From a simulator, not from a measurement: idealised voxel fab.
The following process module bears the name voxel self aligned vias.
The cross-section on display is named cut; it measures 295 nm wide, and its cells are 5 nm squares.
Each cross-section below is a grid of square cells, stated as bands in top-down order, with one or more rows of cells making up each band.
The entry gives the band's vertical extent as a top height and a bottom height in nm, then its horizontal make-up as materials from left to right, each with a width in nm. "blank" stands for empty space; a single material marked "full width" fills the band edge to edge.
Heads up on the height convention: 0 is the point under which the incoming wafer is all one material, and the lowest band has no bottom, it just keeps going down, like "z 0 and below".
With a width like "30..40", each row of cells in the band differs from the next by the same amount, the top row carrying the first number and the bottom row the second.
"changes: none" -> step changed no cross-section cell.
Basically, "Tabulated closed voids" tells you about the enclosed voids: empty spaces with no open way to the top, 8 cells or bigger, each written width x height at distance, where distance is from the left edge, all in nm.
Where a step's line continues beyond its settings, the continuation is a remark by the simulator itself on that step.
overlay nm: for a step with a mask, the amount by which the mask lay right of where it was planned; a negative amount means left of it.
### List of planned process steps
1) RECEIVE | material Si
2) CONFORMAL_DEP | material SiO2 | thk nm 10
3) CONFORMAL_DEP | material SiCN | thk nm 5
4) DIRECTIONAL_DEP | material SiO2 | thk nm 20
5) MASKED_ETCH | tone open | mask id LINES | width nm 25 | pitch nm 55 | etch materials SiO2 | depth nm 20 | overlay nm 0
6) CONFORMAL_DEP | material TiN | thk nm 5
7) FILL_DEP | material Ru | thk nm 5
8) CMP | height nm 35
9) SELECTIVE_ETCH | etch materials W Ru TiN | depth nm 5
10) FILL_DEP | material SiN | thk nm 10
11) CMP | height nm 35
12) DIRECTIONAL_DEP | material SiO2 | thk nm 15
13) DIRECTIONAL_DEP | material aC | thk nm 15
14) PATTERN | tone open | mask id VIAS | material resist | width nm 35 | pitch nm 55 | thk nm 35 | overlay nm 0
15) DIRECTIONAL_ETCH | etch materials aC | depth nm 15
16) STRIP | etch materials resist
17) DIRECTIONAL_ETCH | etch materials SiO2 | depth nm 15
18) DIRECTIONAL_ETCH | etch materials SiN | depth nm 5
19) STRIP | etch materials aC
20) CONFORMAL_DEP | material TiN | thk nm 5
21) FILL_DEP | material Ru | thk nm 10
22) CMP | height nm 50
23) CONFORMAL_DEP | material SiN | thk nm 5
### The cross-section here shows the wafer as received, i.e. in its state after step 1
* z 0 and below: Si full width
* Tabulated closed voids: none
### Same starting wafer, same plan as above, one mistake in the execution; this is the cross-section at the end of the module
* z 55 to 50: SiN full width
* z 50 to 35: 100 nm SiO2  5 nm TiN  25 nm Ru  5 nm TiN  20 nm SiO2  5 nm TiN  25 nm Ru  5 nm TiN  105 nm SiO2
* z 35 to 30: 100 nm SiN  35 nm TiN  20 nm SiN  35 nm TiN  105 nm SiN
* z 30 to 25: 110 nm TiN  15 nm Ru  40 nm TiN  15 nm Ru  115 nm TiN
* z 25 to 20: 105 nm SiO2  5 nm TiN  15 nm Ru  5 nm TiN  30 nm SiO2  5 nm TiN  15 nm Ru  5 nm TiN  110 nm SiO2
* z 20 to 15: 105 nm SiO2  25 nm TiN  30 nm SiO2  25 nm TiN  110 nm SiO2
* z 15 to 10: SiCN full width
* z 10 to 0: SiO2 full width
* z 0 and below: Si full width
* Tabulated closed voids: none
Against the plan, the run slipped here: step 4 ran with different settings than intended, the actual operation and settings being DIRECTIONAL_DEP | material SiO2 | thk nm 10
